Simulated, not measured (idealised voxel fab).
This is a process module. Its name is voxel transistor to metal.
Cross-section cut spans 160 nm and uses square cells 5 nm in size.
Cross-section, as written here: a square-cell grid given band by band from the top down, where a band holds one or more rows of cells. Per band: top height and bottom height in nm, followed by the left-to-right materials and their widths in nm; "throughout" marks a single material spanning edge to edge, "air" marks empty space. Basically, 0 is our baseline, since under it the wafer straight out of the box is all one material. The bottom band has no lower end and keeps on going down, so it looks like "0 nm and below". A width such as "30 to 40" changes by the same amount from each row of cells to the next, from the band's top row to its bottom row. The cross-section has no changed cell in any step marked "no change". "Closed void listing" specifies each empty space that is not open to the top and that occupies no fewer than 8 cells, using the form width x height at distance, the distance measured from the left edge and all three quantities in nm. The remark found on a step's line after its settings is issued by the simulator itself and pertains to that step. A step's line can hold "overlay nm"; with a mask on that step, the setting says how far right of the planned place the mask lay, while a negative setting says it lay to the left.

This section lists the process steps that were planned
1) RECEIVE,material Si
2) OXIDIZE,depth nm 5
3) CONFORMAL_DEP,material SiN,thk nm 15
4) DIRECTIONAL_DEP,material aC,thk nm 10
5) PATTERN,tone cover,mask id ACTIVE,material resist,width nm 125,thk nm 25,overlay nm 0
6) DIRECTIONAL_ETCH,etch materials aC,depth nm 10
7) STRIP,etch materials resist
8) DIRECTIONAL_ETCH,etch materials SiN,depth nm 15
9) DIRECTIONAL_ETCH,etch materials SiO2,depth nm 5
10) DIRECTIONAL_ETCH,etch materials Si,depth nm 20
11) STRIP,etch materials aC
12) FILL_DEP,material SiO2,thk nm 5
13) CMP,height nm 15
14) SELECTIVE_ETCH,etch materials SiO2,depth nm 15
15) STRIP,etch materials SiN
16) SELECTIVE_ETCH,etch materials SiO2,depth nm 5
17) OXIDIZE,depth nm 5
18) DIRECTIONAL_DEP,material polySi,thk nm 25
19) DIRECTIONAL_DEP,material SiCN,thk nm 15
20) MASKED_ETCH,tone cover,mask id GATE,width nm 35,etch materials SiCN,depth nm 25,overlay nm 0
21) MASKED_ETCH,tone cover,mask id GATE,width nm 35,etch materials polySi,depth nm 35,overlay nm 0
22) CONFORMAL_DEP,material SiN,thk nm 5
23) DIRECTIONAL_ETCH,etch materials SiN,depth nm 5
24) DIRECTIONAL_ETCH,etch materials SiO2,depth nm 5
25) DIRECTIONAL_ETCH,etch materials Si,depth nm 15
26) EPI,material pSi,thk nm 20
27) FILL_DEP,material SiO2,thk nm 10
28) CMP,height nm 20
29) STRIP,etch materials polySi
30) SELECTIVE_ETCH,etch materials SiO2,depth nm 5
31) CONFORMAL_DEP,material HfO2,thk nm 5
32) CONFORMAL_DEP,material TiN,thk nm 5
33) FILL_DEP,material W,thk nm 5
34) CMP,height nm 15
35) DIRECTIONAL_DEP,material SiO2,thk nm 10
36) DIRECTIONAL_DEP,material aC,thk nm 10
37) PATTERN,tone open,mask id CONTACT,material resist,width nm 20,pitch nm 95,thk nm 25,overlay nm 0
38) DIRECTIONAL_ETCH,etch materials aC,depth nm 10
39) STRIP,etch materials resist
40) DIRECTIONAL_ETCH,etch materials SiO2,depth nm 30
41) STRIP,etch materials aC
42) CONFORMAL_DEP,material TiN,thk nm 5
43) FILL_DEP,material Ru,thk nm 5
44) CMP,height nm 25
45) DIRECTIONAL_DEP,material TiN,thk nm 5
46) DIRECTIONAL_DEP,material W,thk nm 20
47) MASKED_ETCH,tone cover,mask id METAL_1,width nm 20,pitch nm 95,etch materials W,depth nm 20,overlay nm 0
48) MASKED_ETCH,tone cover,mask id METAL_1,width nm 20,pitch nm 95,etch materials TiN,depth nm 5,overlay nm 0
49) CONFORMAL_DEP,material SiCN,thk nm 5
50) FILL_DEP,material lowk,thk nm 10
51) CMP,height nm 50
52) CONFORMAL_DEP,material SiN,thk nm 5

Account of the first of two wafers, which was processed as intended

As-received state of the wafer in cross-section, equivalent to post-step 1
* 0 nm and below: Si throughout
* Closed void listing: none

Take a look at the wafer's cross-section after step 2
* 0 nm to -5 nm: SiO2 throughout
* Heights below -5 show no change.

Take a look at the wafer's cross-section after step 3
* 15 nm to 0 nm: SiN throughout
* Heights below 0 show no change.

Take a look at the wafer's cross-section after step 4
* 25 nm to 15 nm: aC throughout
* Heights below 15 show no change.

Take a look at the wafer's cross-section after step 5
* 50 nm to 25 nm: 15 air, then 125 resist, then 20 air
* Heights below 25 show no change.

Take a look at the wafer's cross-section after step 6
* 40 nm to 25 nm: 15 air, then 125 resist, then 20 air
* 25 nm to 15 nm: 15 air, then 125 aC, then 20 air
* Heights below 15 show no change.

Take a look at the wafer's cross-section after step 7
* 25 nm to 15 nm: 15 air, then 125 aC, then 20 air
* Heights below 15 show no change.

Take a look at the wafer's cross-section after step 8
* 25 nm to 15 nm: 15 air, then 125 aC, then 20 air
* 15 nm to 0 nm: 15 air, then 125 SiN, then 20 air
* Heights below 0 show no change.

Take a look at the wafer's cross-section after step 9
* 25 nm to 15 nm: 15 air, then 125 aC, then 20 air
* 15 nm to 0 nm: 15 air, then 125 SiN, then 20 air
* 0 nm to -5 nm: 15 air, then 125 SiO2, then 20 air
* Heights below -5 show no change.

Take a look at the wafer's cross-section after step 10
* 25 nm to 15 nm: 15 air, then 125 aC, then 20 air
* 15 nm to 0 nm: 15 air, then 125 SiN, then 20 air
* 0 nm to -5 nm: 15 air, then 125 SiO2, then 20 air
* -5 nm to -25 nm: 15 air, then 125 Si, then 20 air
* Heights below -25 show no change.

Take a look at the wafer's cross-section after step 11
* 15 nm to 0 nm: 15 air, then 125 SiN, then 20 air
* Heights below 0 show no change.

Take a look at the wafer's cross-section after step 12
* 20 nm to 15 nm: SiO2 throughout
* 15 nm to 0 nm: 15 SiO2, then 125 SiN, then 20 SiO2
* 0 nm to -5 nm: SiO2 throughout
* -5 nm to -25 nm: 15 SiO2, then 125 Si, then 20 SiO2
* Heights below -25 show no change.

Take a look at the wafer's cross-section after step 13
* 15 nm to 0 nm: 15 SiO2, then 125 SiN, then 20 SiO2
* Heights below 0 show no change.

Take a look at the wafer's cross-section after step 14
* 15 nm to 0 nm: 15 air, then 125 SiN, then 20 air
* Heights below 0 show no change.

Take a look at the wafer's cross-section after step 15
* 0 nm to -5 nm: SiO2 throughout
* Heights below -5 show no change.

Take a look at the wafer's cross-section after step 16
* -5 nm to -25 nm: 15 SiO2, then 125 Si, then 20 SiO2
* Heights below -25 show no change.

Take a look at the wafer's cross-section after step 17
* -5 nm to -10 nm: SiO2 throughout
* Heights below -10 show no change.

Take a look at the wafer's cross-section after step 18
* 20 nm to -5 nm: polySi throughout
* Heights below -5 show no change.

Take a look at the wafer's cross-section after step 19
* 35 nm to 20 nm: SiCN throughout
* Heights below 20 show no change.

Take a look at the wafer's cross-section after step 20
* 35 nm to 20 nm: 60 air, then 35 SiCN, then 65 air
* Heights below 20 show no change.

Take a look at the wafer's cross-section after step 21
* 35 nm to 20 nm: 60 air, then 35 SiCN, then 65 air
* 20 nm to -5 nm: 60 air, then 35 polySi, then 65 air
* Heights below -5 show no change.

Take a look at the wafer's cross-section after step 22
* 40 nm to 35 nm: 55 air, then 45 SiN, then 60 air
* 35 nm to 20 nm: 55 air, then 5 SiN, then 35 SiCN, then 5 SiN, then 60 air
* 20 nm to 0 nm: 55 air, then 5 SiN, then 35 polySi, then 5 SiN, then 60 air
* 0 nm to -5 nm: 60 SiN, then 35 polySi, then 65 SiN
* Heights below -5 show no change.

Take a look at the wafer's cross-section after step 23
* 35 nm to 20 nm: 55 air, then 5 SiN, then 35 SiCN, then 5 SiN, then 60 air
* 20 nm to -5 nm: 55 air, then 5 SiN, then 35 polySi, then 5 SiN, then 60 air
* Heights below -5 show no change.

Take a look at the wafer's cross-section after step 24
* 35 nm to 20 nm: 55 air, then 5 SiN, then 35 SiCN, then 5 SiN, then 60 air
* 20 nm to -5 nm: 55 air, then 5 SiN, then 35 polySi, then 5 SiN, then 60 air
* -5 nm to -10 nm: 55 air, then 45 SiO2, then 60 air
* Heights below -10 show no change.

Take a look at the wafer's cross-section after step 25
* 35 nm to 20 nm: 55 air, then 5 SiN, then 35 SiCN, then 5 SiN, then 60 air
* 20 nm to -5 nm: 55 air, then 5 SiN, then 35 polySi, then 5 SiN, then 60 air
* -5 nm to -10 nm: 55 air, then 45 SiO2, then 60 air
* -10 nm to -25 nm: 15 SiO2, then 40 air, then 45 Si, then 40 air, then 20 SiO2
* Heights below -25 show no change.

Take a look at the wafer's cross-section after step 26
* 35 nm to 20 nm: 55 air, then 5 SiN, then 35 SiCN, then 5 SiN, then 60 air
* 20 nm to 10 nm: 55 air, then 5 SiN, then 35 polySi, then 5 SiN, then 60 air
* 10 nm to -5 nm: 35 air, then 20 pSi, then 5 SiN, then 35 polySi, then 5 SiN, then 20 pSi, then 40 air
* -5 nm to -10 nm: 10 air, then 45 pSi, then 45 SiO2, then 45 pSi, then 15 air
* -10 nm to -25 nm: 15 SiO2, then 40 pSi, then 45 Si, then 40 pSi, then 20 SiO2
* Heights below -25 show no change.

Take a look at the wafer's cross-section after step 27
* 45 nm to 35 nm: SiO2 throughout
* 35 nm to 20 nm: 55 SiO2, then 5 SiN, then 35 SiCN, then 5 SiN, then 60 SiO2
* 20 nm to 10 nm: 55 SiO2, then 5 SiN, then 35 polySi, then 5 SiN, then 60 SiO2
* 10 nm to -5 nm: 35 SiO2, then 20 pSi, then 5 SiN, then 35 polySi, then 5 SiN, then 20 pSi, then 40 SiO2
* -5 nm to -10 nm: 10 SiO2, then 45 pSi, then 45 SiO2, then 45 pSi, then 15 SiO2
* Heights below -10 show no change.

Take a look at the wafer's cross-section after step 28
* 20 nm to 10 nm: 55 SiO2, then 5 SiN, then 35 polySi, then 5 SiN, then 60 SiO2
* Heights below 10 show no change.

Take a look at the wafer's cross-section after step 29
* 20 nm to 10 nm: 55 SiO2, then 5 SiN, then 35 air, then 5 SiN, then 60 SiO2
* 10 nm to -5 nm: 35 SiO2, then 20 pSi, then 5 SiN, then 35 air, then 5 SiN, then 20 pSi, then 40 SiO2
* Heights below -5 show no change.

Take a look at the wafer's cross-section after step 30
* 20 nm to 15 nm: 55 air, then 5 SiN, then 35 air, then 5 SiN, then 60 air
* 15 nm to 10 nm: 55 SiO2, then 5 SiN, then 35 air, then 5 SiN, then 60 SiO2
* 10 nm to -5 nm: 35 SiO2, then 20 pSi, then 5 SiN, then 35 air, then 5 SiN, then 20 pSi, then 40 SiO2
* -5 nm to -10 nm: 10 SiO2, then 45 pSi, then 45 air, then 45 pSi, then 15 SiO2
* Heights below -10 show no change.

Take a look at the wafer's cross-section after step 31
* 25 nm to 20 nm: 50 air, then 15 HfO2, then 25 air, then 15 HfO2, then 55 air
* 20 nm to 15 nm: 55 HfO2, then 5 SiN, then 5 HfO2, then 25 air, then 5 HfO2, then 5 SiN, then 60 HfO2
* 15 nm to 10 nm: 55 SiO2, then 5 SiN, then 5 HfO2, then 25 air, then 5 HfO2, then 5 SiN, then 60 SiO2
* 10 nm to -5 nm: 35 SiO2, then 20 pSi, then 5 SiN, then 5 HfO2, then 25 air, then 5 HfO2, then 5 SiN, then 20 pSi, then 40 SiO2
* -5 nm to -10 nm: 10 SiO2, then 45 pSi, then 45 HfO2, then 45 pSi, then 15 SiO2
* Heights below -10 show no change.

Take a look at the wafer's cross-section after step 32
* 30 nm to 25 nm: 45 air, then 25 TiN, then 15 air, then 25 TiN, then 50 air
* 25 nm to 20 nm: 50 TiN, then 15 HfO2, then 5 TiN, then 15 air, then 5 TiN, then 15 HfO2, then 55 TiN
* 20 nm to 15 nm: 55 HfO2, then 5 SiN, then 5 HfO2, then 5 TiN, then 15 air, then 5 TiN, then 5 HfO2, then 5 SiN, then 60 HfO2
* 15 nm to 10 nm: 55 SiO2, then 5 SiN, then 5 HfO2, then 5 TiN, then 15 air, then 5 TiN, then 5 HfO2, then 5 SiN, then 60 SiO2
* 10 nm to 0 nm: 35 SiO2, then 20 pSi, then 5 SiN, then 5 HfO2, then 5 TiN, then 15 air, then 5 TiN, then 5 HfO2, then 5 SiN, then 20 pSi, then 40 SiO2
* 0 nm to -5 nm: 35 SiO2, then 20 pSi, then 5 SiN, then 5 HfO2, then 25 TiN, then 5 HfO2, then 5 SiN, then 20 pSi, then 40 SiO2
* Heights below -5 show no change.

Take a look at the wafer's cross-section after step 33
* 35 nm to 30 nm: W throughout
* 30 nm to 25 nm: 45 W, then 25 TiN, then 15 W, then 25 TiN, then 50 W
* 25 nm to 20 nm: 50 TiN, then 15 HfO2, then 5 TiN, then 15 W, then 5 TiN, then 15 HfO2, then 55 TiN
* 20 nm to 15 nm: 55 HfO2, then 5 SiN, then 5 HfO2, then 5 TiN, then 15 W, then 5 TiN, then 5 HfO2, then 5 SiN, then 60 HfO2
* 15 nm to 10 nm: 55 SiO2, then 5 SiN, then 5 HfO2, then 5 TiN, then 15 W, then 5 TiN, then 5 HfO2, then 5 SiN, then 60 SiO2
* 10 nm to 0 nm: 35 SiO2, then 20 pSi, then 5 SiN, then 5 HfO2, then 5 TiN, then 15 W, then 5 TiN, then 5 HfO2, then 5 SiN, then 20 pSi, then 40 SiO2
* Heights below 0 show no change.

Take a look at the wafer's cross-section after step 34
* 15 nm to 10 nm: 55 SiO2, then 5 SiN, then 5 HfO2, then 5 TiN, then 15 W, then 5 TiN, then 5 HfO2, then 5 SiN, then 60 SiO2
* Heights below 10 show no change.

Take a look at the wafer's cross-section after step 35
* 25 nm to 15 nm: SiO2 throughout
* Heights below 15 show no change.

Take a look at the wafer's cross-section after step 36
* 35 nm to 25 nm: aC throughout
* Heights below 25 show no change.

Take a look at the wafer's cross-section after step 37
* 60 nm to 35 nm: 20 resist, then 20 air, then 75 resist, then 20 air, then 25 resist
* Heights below 35 show no change.

Take a look at the wafer's cross-section after step 38
* 50 nm to 35 nm: 20 resist, then 20 air, then 75 resist, then 20 air, then 25 resist
* 35 nm to 25 nm: 20 aC, then 20 air, then 75 aC, then 20 air, then 25 aC
* Heights below 25 show no change.

Take a look at the wafer's cross-section after step 39
* 35 nm to 25 nm: 20 aC, then 20 air, then 75 aC, then 20 air, then 25 aC
* Heights below 25 show no change.

Take a look at the wafer's cross-section after step 40
* 35 nm to 25 nm: 20 aC, then 20 air, then 75 aC, then 20 air, then 25 aC
* 25 nm to 15 nm: 20 SiO2, then 20 air, then 75 SiO2, then 20 air, then 25 SiO2
* 15 nm to 10 nm: 20 SiO2, then 20 air, then 15 SiO2, then 5 SiN, then 5 HfO2, then 5 TiN, then 15 W, then 5 TiN, then 5 HfO2, then 5 SiN, then 15 SiO2, then 20 air, then 25 SiO2
* 10 nm to 0 nm: 20 SiO2, then 15 air, then 20 pSi, then 5 SiN, then 5 HfO2, then 5 TiN, then 15 W, then 5 TiN, then 5 HfO2, then 5 SiN, then 20 pSi, then 15 air, then 25 SiO2
* 0 nm to -5 nm: 20 SiO2, then 15 air, then 20 pSi, then 5 SiN, then 5 HfO2, then 25 TiN, then 5 HfO2, then 5 SiN, then 20 pSi, then 15 air, then 25 SiO2
* Heights below -5 show no change.

Take a look at the wafer's cross-section after step 41
* 25 nm to 15 nm: 20 SiO2, then 20 air, then 75 SiO2, then 20 air, then 25 SiO2
* Heights below 15 show no change.

Take a look at the wafer's cross-section after step 42
* 30 nm to 25 nm: 25 TiN, then 10 air, then 85 TiN, then 10 air, then 30 TiN
* 25 nm to 15 nm: 20 SiO2, then 5 TiN, then 10 air, then 5 TiN, then 75 SiO2, then 5 TiN, then 10 air, then 5 TiN, then 25 SiO2
* 15 nm to 10 nm: 20 SiO2, then 5 TiN, then 5 air, then 10 TiN, then 15 SiO2, then 5 SiN, then 5 HfO2, then 5 TiN, then 15 W, then 5 TiN, then 5 HfO2, then 5 SiN, then 15 SiO2, then 10 TiN, then 5 air, then 5 TiN, then 25 SiO2
* 10 nm to 0 nm: 20 SiO2, then 5 TiN, then 5 air, then 5 TiN, then 20 pSi, then 5 SiN, then 5 HfO2, then 5 TiN, then 15 W, then 5 TiN, then 5 HfO2, then 5 SiN, then 20 pSi, then 5 TiN, then 5 air, then 5 TiN, then 25 SiO2
* 0 nm to -5 nm: 20 SiO2, then 15 TiN, then 20 pSi, then 5 SiN, then 5 HfO2, then 25 TiN, then 5 HfO2, then 5 SiN, then 20 pSi, then 15 TiN, then 25 SiO2
* Heights below -5 show no change.

Take a look at the wafer's cross-section after step 43
* 35 nm to 30 nm: Ru throughout
* 30 nm to 25 nm: 25 TiN, then 10 Ru, then 85 TiN, then 10 Ru, then 30 TiN
* 25 nm to 15 nm: 20 SiO2, then 5 TiN, then 10 Ru, then 5 TiN, then 75 SiO2, then 5 TiN, then 10 Ru, then 5 TiN, then 25 SiO2
* 15 nm to 10 nm: 20 SiO2, then 5 TiN, then 5 Ru, then 10 TiN, then 15 SiO2, then 5 SiN, then 5 HfO2, then 5 TiN, then 15 W, then 5 TiN, then 5 HfO2, then 5 SiN, then 15 SiO2, then 10 TiN, then 5 Ru, then 5 TiN, then 25 SiO2
* 10 nm to 0 nm: 20 SiO2, then 5 TiN, then 5 Ru, then 5 TiN, then 20 pSi, then 5 SiN, then 5 HfO2, then 5 TiN, then 15 W, then 5 TiN, then 5 HfO2, then 5 SiN, then 20 pSi, then 5 TiN, then 5 Ru, then 5 TiN, then 25 SiO2
* Heights below 0 show no change.

Take a look at the wafer's cross-section after step 44
* 25 nm to 15 nm: 20 SiO2, then 5 TiN, then 10 Ru, then 5 TiN, then 75 SiO2, then 5 TiN, then 10 Ru, then 5 TiN, then 25 SiO2
* Heights below 15 show no change.

Take a look at the wafer's cross-section after step 45
* 30 nm to 25 nm: TiN throughout
* Heights below 25 show no change.

Take a look at the wafer's cross-section after step 46
* 50 nm to 30 nm: W throughout
* Heights below 30 show no change.

Take a look at the wafer's cross-section after step 47
* 50 nm to 30 nm: 20 air, then 20 W, then 75 air, then 20 W, then 25 air
* Heights below 30 show no change.

Take a look at the wafer's cross-section after step 48
* 50 nm to 30 nm: 20 air, then 20 W, then 75 air, then 20 W, then 25 air
* 30 nm to 25 nm: 20 air, then 20 TiN, then 75 air, then 20 TiN, then 25 air
* Heights below 25 show no change.

Take a look at the wafer's cross-section after step 49
* 55 nm to 50 nm: 15 air, then 30 SiCN, then 65 air, then 30 SiCN, then 20 air
* 50 nm to 30 nm: 15 air, then 5 SiCN, then 20 W, then 5 SiCN, then 65 air, then 5 SiCN, then 20 W, then 5 SiCN, then 20 air
* 30 nm to 25 nm: 20 SiCN, then 20 TiN, then 75 SiCN, then 20 TiN, then 25 SiCN
* Heights below 25 show no change.

Take a look at the wafer's cross-section after step 50
* 65 nm to 55 nm: lowk throughout
* 55 nm to 50 nm: 15 lowk, then 30 SiCN, then 65 lowk, then 30 SiCN, then 20 lowk
* 50 nm to 30 nm: 15 lowk, then 5 SiCN, then 20 W, then 5 SiCN, then 65 lowk, then 5 SiCN, then 20 W, then 5 SiCN, then 20 lowk
* Heights below 30 show no change.

Take a look at the wafer's cross-section after step 51
* 50 nm to 30 nm: 15 lowk, then 5 SiCN, then 20 W, then 5 SiCN, then 65 lowk, then 5 SiCN, then 20 W, then 5 SiCN, then 20 lowk
* Heights below 30 show no change.

Take a look at the wafer's cross-section after step 52
* 55 nm to 50 nm: SiN throughout
* Heights below 50 show no change.

Okay, second wafer. Nothing different at the start, nothing different in the plan, just one mistake somewhere in the running. As far as step 46, counting that step, it's the first wafer all over again

Planned end of step 47: second wafer, cross-section
* 50 nm to 30 nm: 25 air, then 20 W, then 75 air, then 20 W, then 20 air
* Heights below 30 show no change.

Planned end of step 48: second wafer, cross-section
* 50 nm to 30 nm: 25 air, then 20 W, then 75 air, then 20 W, then 20 air
* 30 nm to 25 nm: 20 air, then 25 TiN, then 70 air, then 25 TiN, then 20 air
* Heights below 25 show no change.

Planned end of step 49: second wafer, cross-section
* 55 nm to 50 nm: 20 air, then 30 SiCN, then 65 air, then 30 SiCN, then 15 air
* 50 nm to 35 nm: 20 air, then 5 SiCN, then 20 W, then 5 SiCN, then 65 air, then 5 SiCN, then 20 W, then 5 SiCN, then 15 air
* 35 nm to 30 nm: 15 air, then 10 SiCN, then 20 W, then 5 SiCN, then 60 air, then 10 SiCN, then 20 W, then 5 SiCN, then 15 air
* 30 nm to 25 nm: 20 SiCN, then 25 TiN, then 70 SiCN, then 25 TiN, then 20 SiCN
* Heights below 25 show no change.

Planned end of step 50: second wafer, cross-section
* 65 nm to 55 nm: lowk throughout
* 55 nm to 50 nm: 20 lowk, then 30 SiCN, then 65 lowk, then 30 SiCN, then 15 lowk
* 50 nm to 35 nm: 20 lowk, then 5 SiCN, then 20 W, then 5 SiCN, then 65 lowk, then 5 SiCN, then 20 W, then 5 SiCN, then 15 lowk
* 35 nm to 30 nm: 15 lowk, then 10 SiCN, then 20 W, then 5 SiCN, then 60 lowk, then 10 SiCN, then 20 W, then 5 SiCN, then 15 lowk
* Heights below 30 show no change.

Planned end of step 51: second wafer, cross-section
* 50 nm to 35 nm: 20 lowk, then 5 SiCN, then 20 W, then 5 SiCN, then 65 lowk, then 5 SiCN, then 20 W, then 5 SiCN, then 15 lowk
* Heights below 35 show no change.

Planned end of step 52: second wafer, cross-section
* 55 nm to 50 nm: SiN throughout
* Heights below 50 show no change.
Short version of what went wrong: step 47 ran as: MASKED_ETCH,tone cover,mask id METAL_1,width nm 20,pitch nm 95,etch materials W,depth nm 20,overlay nm 5
FYI, end of process, the second wafer has more or fewer cells of some materials than the first: TiN: 2 more, lowk: 2 fewer
